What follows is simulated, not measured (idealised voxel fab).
The name of this process module is voxel gate over fins.
It is cross-section cut that appears here, measuring 195 nm in width, its square cells being 5 nm in size.
Format of a cross-section: grid, square cells. Given as bands. Order: top down. Band: one or more rows of cells.
Within each band entry, the heights of the top and of the bottom of the band appear first, in that order and in nm; the materials of the band then follow from left to right, each with its corresponding width in nm. The designation "all across" on a single material indicates that it fills the band from edge to edge; the designation "blank" indicates empty space.
Below 0: as-received wafer, all one material; heights counted from there. Lowest band: no bottom, goes on down, written "0..down".
Think of "30->40" as a width that walks from the first number to the second as you go down the band, top row to bottom row, taking equal-sized steps from row to row.
Any step labelled "all unchanged" changed none of the cells in the cross-section.
Trapped cavities: empty space of 8 cells or more with no open way to the top, each as width x height at its distance from the left edge, in nm
It should be noted that, on the line of a given step, the content following the step's settings is a remark produced by the simulator itself with respect to that step.
overlay nm: mask offset rightward from planned place, masked step; negative means leftward offset.
**The process steps that were planned are listed below**
1) RECEIVE (material Si)
2) CONFORMAL_DEP (material SiN; thk nm 5)
3) DIRECTIONAL_DEP (material aC; thk nm 15)
4) PATTERN (tone cover; mask id FINS; material resist; width nm 15; pitch nm 60; thk nm 30; overlay nm 0)
5) DIRECTIONAL_ETCH (etch materials aC; depth nm 15)
6) STRIP (etch materials resist)
7) DIRECTIONAL_ETCH (etch materials SiN; depth nm 5)
8) DIRECTIONAL_ETCH (etch materials Si; depth nm 30)
9) STRIP (etch materials aC)
10) FILL_DEP (material SiO2; thk nm 10)
11) CMP (height nm 5)
12) MASKED_ETCH (tone open; mask id RAIL; width nm 15; etch materials SiO2; depth nm 30; overlay nm 0)
13) CONFORMAL_DEP (material TiN; thk nm 5)
14) FILL_DEP (material W; thk nm 5)
15) CMP (height nm 5)
16) SELECTIVE_ETCH (etch materials W Ru TiN; depth nm 20)
17) FILL_DEP (material SiO2; thk nm 5)
18) CMP (height nm 5)
19) SELECTIVE_ETCH (etch materials SiO2; depth nm 15)
20) STRIP (etch materials SiN)
21) CONFORMAL_DEP (material HfO2; thk nm 5)
22) CONFORMAL_DEP (material TiN; thk nm 5)
23) CONFORMAL_DEP (material TiAl; thk nm 5)
24) CONFORMAL_DEP (material TiN; thk nm 5)
25) FILL_DEP (material W; thk nm 15)
26) CMP (height nm 30)
27) CONFORMAL_DEP (material SiCN; thk nm 10)
**The following pertains to the first of two wafers, which was processed as planned**
**Wafer at receipt (post step 1), cross-section**
    0..down: Si all across
    Trapped cavities: none
**After step 2, in cross-section**
    5..0: SiN all across
    For the remainder of the cross-section, below 0, there is no change.
**After step 3, in cross-section**
    20..5: aC all across
    For the remainder of the cross-section, below 5, there is no change.
**After step 4, in cross-section**
    50..20: blank 30 nm; resist 15 nm; blank 45 nm; resist 15 nm; blank 45 nm; resist 15 nm; blank 30 nm
    For the remainder of the cross-section, below 20, there is no change.
**After step 5, in cross-section**
    35..20: blank 30 nm; resist 15 nm; blank 45 nm; resist 15 nm; blank 45 nm; resist 15 nm; blank 30 nm
    20..5: blank 30 nm; aC 15 nm; blank 45 nm; aC 15 nm; blank 45 nm; aC 15 nm; blank 30 nm
    For the remainder of the cross-section, below 5, there is no change.
**After step 6, in cross-section**
    20..5: blank 30 nm; aC 15 nm; blank 45 nm; aC 15 nm; blank 45 nm; aC 15 nm; blank 30 nm
    For the remainder of the cross-section, below 5, there is no change.
**After step 7, in cross-section**
    20..5: blank 30 nm; aC 15 nm; blank 45 nm; aC 15 nm; blank 45 nm; aC 15 nm; blank 30 nm
    5..0: blank 30 nm; SiN 15 nm; blank 45 nm; SiN 15 nm; blank 45 nm; SiN 15 nm; blank 30 nm
    For the remainder of the cross-section, below 0, there is no change.
**After step 8, in cross-section**
    20..5: blank 30 nm; aC 15 nm; blank 45 nm; aC 15 nm; blank 45 nm; aC 15 nm; blank 30 nm
    5..0: blank 30 nm; SiN 15 nm; blank 45 nm; SiN 15 nm; blank 45 nm; SiN 15 nm; blank 30 nm
    0..-30: blank 30 nm; Si 15 nm; blank 45 nm; Si 15 nm; blank 45 nm; Si 15 nm; blank 30 nm
    For the remainder of the cross-section, below -30, there is no change.
**After step 9, in cross-section**
    5..0: blank 30 nm; SiN 15 nm; blank 45 nm; SiN 15 nm; blank 45 nm; SiN 15 nm; blank 30 nm
    For the remainder of the cross-section, below 0, there is no change.
**After step 10, in cross-section**
    15..5: SiO2 all across
    5..0: SiO2 30 nm; SiN 15 nm; SiO2 45 nm; SiN 15 nm; SiO2 45 nm; SiN 15 nm; SiO2 30 nm
    0..-30: SiO2 30 nm; Si 15 nm; SiO2 45 nm; Si 15 nm; SiO2 45 nm; Si 15 nm; SiO2 30 nm
    For the remainder of the cross-section, below -30, there is no change.
**After step 11, in cross-section**
    5..0: SiO2 30 nm; SiN 15 nm; SiO2 45 nm; SiN 15 nm; SiO2 45 nm; SiN 15 nm; SiO2 30 nm
    For the remainder of the cross-section, below 0, there is no change.
**After step 12, in cross-section**
    5..0: SiO2 30 nm; SiN 15 nm; SiO2 15 nm; blank 15 nm; SiO2 15 nm; SiN 15 nm; SiO2 45 nm; SiN 15 nm; SiO2 30 nm
    0..-25: SiO2 30 nm; Si 15 nm; SiO2 15 nm; blank 15 nm; SiO2 15 nm; Si 15 nm; SiO2 45 nm; Si 15 nm; SiO2 30 nm
    For the remainder of the cross-section, below -25, there is no change.
**After step 13, in cross-section**
    10..5: TiN 65 nm; blank 5 nm; TiN 125 nm
    5..0: SiO2 30 nm; SiN 15 nm; SiO2 15 nm; TiN 5 nm; blank 5 nm; TiN 5 nm; SiO2 15 nm; SiN 15 nm; SiO2 45 nm; SiN 15 nm; SiO2 30 nm
    0..-20: SiO2 30 nm; Si 15 nm; SiO2 15 nm; TiN 5 nm; blank 5 nm; TiN 5 nm; SiO2 15 nm; Si 15 nm; SiO2 45 nm; Si 15 nm; SiO2 30 nm
    -20..-25: SiO2 30 nm; Si 15 nm; SiO2 15 nm; TiN 15 nm; SiO2 15 nm; Si 15 nm; SiO2 45 nm; Si 15 nm; SiO2 30 nm
    For the remainder of the cross-section, below -25, there is no change.
**After step 14, in cross-section**
    15..10: W all across
    10..5: TiN 65 nm; W 5 nm; TiN 125 nm
    5..0: SiO2 30 nm; SiN 15 nm; SiO2 15 nm; TiN 5 nm; W 5 nm; TiN 5 nm; SiO2 15 nm; SiN 15 nm; SiO2 45 nm; SiN 15 nm; SiO2 30 nm
    0..-20: SiO2 30 nm; Si 15 nm; SiO2 15 nm; TiN 5 nm; W 5 nm; TiN 5 nm; SiO2 15 nm; Si 15 nm; SiO2 45 nm; Si 15 nm; SiO2 30 nm
    For the remainder of the cross-section, below -20, there is no change.
**After step 15, in cross-section**
    5..0: SiO2 30 nm; SiN 15 nm; SiO2 15 nm; TiN 5 nm; W 5 nm; TiN 5 nm; SiO2 15 nm; SiN 15 nm; SiO2 45 nm; SiN 15 nm; SiO2 30 nm
    For the remainder of the cross-section, below 0, there is no change.
**After step 16, in cross-section**
    5..0: SiO2 30 nm; SiN 15 nm; SiO2 15 nm; blank 15 nm; SiO2 15 nm; SiN 15 nm; SiO2 45 nm; SiN 15 nm; SiO2 30 nm
    0..-15: SiO2 30 nm; Si 15 nm; SiO2 15 nm; blank 15 nm; SiO2 15 nm; Si 15 nm; SiO2 45 nm; Si 15 nm; SiO2 30 nm
    For the remainder of the cross-section, below -15, there is no change.
**After step 17, in cross-section**
    10..5: SiO2 all across
    5..0: SiO2 30 nm; SiN 15 nm; SiO2 45 nm; SiN 15 nm; SiO2 45 nm; SiN 15 nm; SiO2 30 nm
    0..-15: SiO2 30 nm; Si 15 nm; SiO2 45 nm; Si 15 nm; SiO2 45 nm; Si 15 nm; SiO2 30 nm
    For the remainder of the cross-section, below -15, there is no change.
**After step 18, in cross-section**
    5..0: SiO2 30 nm; SiN 15 nm; SiO2 45 nm; SiN 15 nm; SiO2 45 nm; SiN 15 nm; SiO2 30 nm
    For the remainder of the cross-section, below 0, there is no change.
**After step 19, in cross-section**
    5..0: blank 30 nm; SiN 15 nm; blank 45 nm; SiN 15 nm; blank 45 nm; SiN 15 nm; blank 30 nm
    0..-10: blank 30 nm; Si 15 nm; blank 45 nm; Si 15 nm; blank 45 nm; Si 15 nm; blank 30 nm
    For the remainder of the cross-section, below -10, there is no change.
**After step 20, in cross-section**
    0..-10: blank 30 nm; Si 15 nm; blank 45 nm; Si 15 nm; blank 45 nm; Si 15 nm; blank 30 nm
    For the remainder of the cross-section, below -10, there is no change.
**After step 21, in cross-section**
    5..0: blank 25 nm; HfO2 25 nm; blank 35 nm; HfO2 25 nm; blank 35 nm; HfO2 25 nm; blank 25 nm
    0..-5: blank 25 nm; HfO2 5 nm; Si 15 nm; HfO2 5 nm; blank 35 nm; HfO2 5 nm; Si 15 nm; HfO2 5 nm; blank 35 nm; HfO2 5 nm; Si 15 nm; HfO2 5 nm; blank 25 nm
    -5..-10: HfO2 30 nm; Si 15 nm; HfO2 45 nm; Si 15 nm; HfO2 45 nm; Si 15 nm; HfO2 30 nm
    For the remainder of the cross-section, below -10, there is no change.
**After step 22, in cross-section**
    10..5: blank 20 nm; TiN 35 nm; blank 25 nm; TiN 35 nm; blank 25 nm; TiN 35 nm; blank 20 nm
    5..0: blank 20 nm; TiN 5 nm; HfO2 25 nm; TiN 5 nm; blank 25 nm; TiN 5 nm; HfO2 25 nm; TiN 5 nm; blank 25 nm; TiN 5 nm; HfO2 25 nm; TiN 5 nm; blank 20 nm
    0..-5: TiN 25 nm; HfO2 5 nm; Si 15 nm; HfO2 5 nm; TiN 35 nm; HfO2 5 nm; Si 15 nm; HfO2 5 nm; TiN 35 nm; HfO2 5 nm; Si 15 nm; HfO2 5 nm; TiN 25 nm
    For the remainder of the cross-section, below -5, there is no change.
**After step 23, in cross-section**
    15..10: blank 15 nm; TiAl 45 nm; blank 15 nm; TiAl 45 nm; blank 15 nm; TiAl 45 nm; blank 15 nm
    10..5: blank 15 nm; TiAl 5 nm; TiN 35 nm; TiAl 5 nm; blank 15 nm; TiAl 5 nm; TiN 35 nm; TiAl 5 nm; blank 15 nm; TiAl 5 nm; TiN 35 nm; TiAl 5 nm; blank 15 nm
    5..0: TiAl 20 nm; TiN 5 nm; HfO2 25 nm; TiN 5 nm; TiAl 25 nm; TiN 5 nm; HfO2 25 nm; TiN 5 nm; TiAl 25 nm; TiN 5 nm; HfO2 25 nm; TiN 5 nm; TiAl 20 nm
    For the remainder of the cross-section, below 0, there is no change.
**After step 24, in cross-section**
    20..15: blank 10 nm; TiN 55 nm; blank 5 nm; TiN 55 nm; blank 5 nm; TiN 55 nm; blank 10 nm
    15..10: blank 10 nm; TiN 5 nm; TiAl 45 nm; TiN 5 nm; blank 5 nm; TiN 5 nm; TiAl 45 nm; TiN 5 nm; blank 5 nm; TiN 5 nm; TiAl 45 nm; TiN 5 nm; blank 10 nm
    10..5: TiN 15 nm; TiAl 5 nm; TiN 35 nm; TiAl 5 nm; TiN 15 nm; TiAl 5 nm; TiN 35 nm; TiAl 5 nm; TiN 15 nm; TiAl 5 nm; TiN 35 nm; TiAl 5 nm; TiN 15 nm
    For the remainder of the cross-section, below 5, there is no change.
**After step 25, in cross-section**
    35..20: W all across
    20..15: W 10 nm; TiN 55 nm; W 5 nm; TiN 55 nm; W 5 nm; TiN 55 nm; W 10 nm
    15..10: W 10 nm; TiN 5 nm; TiAl 45 nm; TiN 5 nm; W 5 nm; TiN 5 nm; TiAl 45 nm; TiN 5 nm; W 5 nm; TiN 5 nm; TiAl 45 nm; TiN 5 nm; W 10 nm
    For the remainder of the cross-section, below 10, there is no change.
**After step 26, in cross-section**
    30..20: W all across
    For the remainder of the cross-section, below 20, there is no change.
**After step 27, in cross-section**
    40..30: SiCN all across
    For the remainder of the cross-section, below 30, there is no change.
**second wafer: like start, like plan, one mistake. Through step 11 it matches the first wafer**
**when step 12 should have ended**
    5..0: blank 30 nm; SiN 15 nm; blank 15 nm; SiO2 15 nm; blank 15 nm; SiN 15 nm; blank 45 nm; SiN 15 nm; blank 30 nm
    0..-25: blank 30 nm; Si 15 nm; blank 15 nm; SiO2 15 nm; blank 15 nm; Si 15 nm; blank 45 nm; Si 15 nm; blank 30 nm
    For the remainder of the cross-section, below -25, there is no change.
**when step 13 should have ended**
    10..5: blank 25 nm; TiN 25 nm; blank 5 nm; TiN 25 nm; blank 5 nm; TiN 25 nm; blank 35 nm; TiN 25 nm; blank 25 nm
    5..0: blank 25 nm; TiN 5 nm; SiN 15 nm; TiN 5 nm; blank 5 nm; TiN 5 nm; SiO2 15 nm; TiN 5 nm; blank 5 nm; TiN 5 nm; SiN 15 nm; TiN 5 nm; blank 35 nm; TiN 5 nm; SiN 15 nm; TiN 5 nm; blank 25 nm
    0..-20: blank 25 nm; TiN 5 nm; Si 15 nm; TiN 5 nm; blank 5 nm; TiN 5 nm; SiO2 15 nm; TiN 5 nm; blank 5 nm; TiN 5 nm; Si 15 nm; TiN 5 nm; blank 35 nm; TiN 5 nm; Si 15 nm; TiN 5 nm; blank 25 nm
    -20..-25: TiN 30 nm; Si 15 nm; TiN 15 nm; SiO2 15 nm; TiN 15 nm; Si 15 nm; TiN 45 nm; Si 15 nm; TiN 30 nm
    For the remainder of the cross-section, below -25, there is no change.
**when step 14 should have ended**
    15..10: W all across
    10..5: W 25 nm; TiN 25 nm; W 5 nm; TiN 25 nm; W 5 nm; TiN 25 nm; W 35 nm; TiN 25 nm; W 25 nm
    5..0: W 25 nm; TiN 5 nm; SiN 15 nm; TiN 5 nm; W 5 nm; TiN 5 nm; SiO2 15 nm; TiN 5 nm; W 5 nm; TiN 5 nm; SiN 15 nm; TiN 5 nm; W 35 nm; TiN 5 nm; SiN 15 nm; TiN 5 nm; W 25 nm
    0..-20: W 25 nm; TiN 5 nm; Si 15 nm; TiN 5 nm; W 5 nm; TiN 5 nm; SiO2 15 nm; TiN 5 nm; W 5 nm; TiN 5 nm; Si 15 nm; TiN 5 nm; W 35 nm; TiN 5 nm; Si 15 nm; TiN 5 nm; W 25 nm
    For the remainder of the cross-section, below -20, there is no change.
**when step 15 should have ended**
    5..0: W 25 nm; TiN 5 nm; SiN 15 nm; TiN 5 nm; W 5 nm; TiN 5 nm; SiO2 15 nm; TiN 5 nm; W 5 nm; TiN 5 nm; SiN 15 nm; TiN 5 nm; W 35 nm; TiN 5 nm; SiN 15 nm; TiN 5 nm; W 25 nm
    For the remainder of the cross-section, below 0, there is no change.
**when step 16 should have ended**
    5..0: blank 30 nm; SiN 15 nm; blank 15 nm; SiO2 15 nm; blank 15 nm; SiN 15 nm; blank 45 nm; SiN 15 nm; blank 30 nm
    0..-15: blank 30 nm; Si 15 nm; blank 15 nm; SiO2 15 nm; blank 15 nm; Si 15 nm; blank 45 nm; Si 15 nm; blank 30 nm
    For the remainder of the cross-section, below -15, there is no change.
**when step 17 should have ended**
    10..5: SiO2 all across
    5..0: SiO2 30 nm; SiN 15 nm; SiO2 45 nm; SiN 15 nm; SiO2 45 nm; SiN 15 nm; SiO2 30 nm
    0..-15: SiO2 30 nm; Si 15 nm; SiO2 45 nm; Si 15 nm; SiO2 45 nm; Si 15 nm; SiO2 30 nm
    For the remainder of the cross-section, below -15, there is no change.
**when step 18 should have ended**
    5..0: SiO2 30 nm; SiN 15 nm; SiO2 45 nm; SiN 15 nm; SiO2 45 nm; SiN 15 nm; SiO2 30 nm
    For the remainder of the cross-section, below 0, there is no change.
**when step 19 should have ended**
    5..0: blank 30 nm; SiN 15 nm; blank 45 nm; SiN 15 nm; blank 45 nm; SiN 15 nm; blank 30 nm
    0..-10: blank 30 nm; Si 15 nm; blank 45 nm; Si 15 nm; blank 45 nm; Si 15 nm; blank 30 nm
    For the remainder of the cross-section, below -10, there is no change.
**when step 20 should have ended**
    0..-10: blank 30 nm; Si 15 nm; blank 45 nm; Si 15 nm; blank 45 nm; Si 15 nm; blank 30 nm
    For the remainder of the cross-section, below -10, there is no change.
**when step 21 should have ended**
    5..0: blank 25 nm; HfO2 25 nm; blank 35 nm; HfO2 25 nm; blank 35 nm; HfO2 25 nm; blank 25 nm
    0..-5: blank 25 nm; HfO2 5 nm; Si 15 nm; HfO2 5 nm; blank 35 nm; HfO2 5 nm; Si 15 nm; HfO2 5 nm; blank 35 nm; HfO2 5 nm; Si 15 nm; HfO2 5 nm; blank 25 nm
    -5..-10: HfO2 30 nm; Si 15 nm; HfO2 45 nm; Si 15 nm; HfO2 45 nm; Si 15 nm; HfO2 30 nm
    For the remainder of the cross-section, below -10, there is no change.
**when step 22 should have ended**
    10..5: blank 20 nm; TiN 35 nm; blank 25 nm; TiN 35 nm; blank 25 nm; TiN 35 nm; blank 20 nm
    5..0: blank 20 nm; TiN 5 nm; HfO2 25 nm; TiN 5 nm; blank 25 nm; TiN 5 nm; HfO2 25 nm; TiN 5 nm; blank 25 nm; TiN 5 nm; HfO2 25 nm; TiN 5 nm; blank 20 nm
    0..-5: TiN 25 nm; HfO2 5 nm; Si 15 nm; HfO2 5 nm; TiN 35 nm; HfO2 5 nm; Si 15 nm; HfO2 5 nm; TiN 35 nm; HfO2 5 nm; Si 15 nm; HfO2 5 nm; TiN 25 nm
    For the remainder of the cross-section, below -5, there is no change.
**when step 23 should have ended**
    15..10: blank 15 nm; TiAl 45 nm; blank 15 nm; TiAl 45 nm; blank 15 nm; TiAl 45 nm; blank 15 nm
    10..5: blank 15 nm; TiAl 5 nm; TiN 35 nm; TiAl 5 nm; blank 15 nm; TiAl 5 nm; TiN 35 nm; TiAl 5 nm; blank 15 nm; TiAl 5 nm; TiN 35 nm; TiAl 5 nm; blank 15 nm
    5..0: TiAl 20 nm; TiN 5 nm; HfO2 25 nm; TiN 5 nm; TiAl 25 nm; TiN 5 nm; HfO2 25 nm; TiN 5 nm; TiAl 25 nm; TiN 5 nm; HfO2 25 nm; TiN 5 nm; TiAl 20 nm
    For the remainder of the cross-section, below 0, there is no change.
**when step 24 should have ended**
    20..15: blank 10 nm; TiN 55 nm; blank 5 nm; TiN 55 nm; blank 5 nm; TiN 55 nm; blank 10 nm
    15..10: blank 10 nm; TiN 5 nm; TiAl 45 nm; TiN 5 nm; blank 5 nm; TiN 5 nm; TiAl 45 nm; TiN 5 nm; blank 5 nm; TiN 5 nm; TiAl 45 nm; TiN 5 nm; blank 10 nm
    10..5: TiN 15 nm; TiAl 5 nm; TiN 35 nm; TiAl 5 nm; TiN 15 nm; TiAl 5 nm; TiN 35 nm; TiAl 5 nm; TiN 15 nm; TiAl 5 nm; TiN 35 nm; TiAl 5 nm; TiN 15 nm
    For the remainder of the cross-section, below 5, there is no change.
**when step 25 should have ended**
    35..20: W all across
    20..15: W 10 nm; TiN 55 nm; W 5 nm; TiN 55 nm; W 5 nm; TiN 55 nm; W 10 nm
    15..10: W 10 nm; TiN 5 nm; TiAl 45 nm; TiN 5 nm; W 5 nm; TiN 5 nm; TiAl 45 nm; TiN 5 nm; W 5 nm; TiN 5 nm; TiAl 45 nm; TiN 5 nm; W 10 nm
    For the remainder of the cross-section, below 10, there is no change.
**when step 26 should have ended**
    30..20: W all across
    For the remainder of the cross-section, below 20, there is no change.
**when step 27 should have ended**
    40..30: SiCN all across
    For the remainder of the cross-section, below 30, there is no change.
Which mistake was made when the wafer was run? it should be noted that step 12 was executed with settings other than those planned, the operation and settings actually applied being MASKED_ETCH (tone cover; mask id RAIL; width nm 15; etch materials SiO2; depth nm 30; overlay nm 0)
Heads up, by the end the second wafer has more or fewer cells of some materials compared to the first: SiO2: 48 fewer; TiN: 30 more; W: 18 more
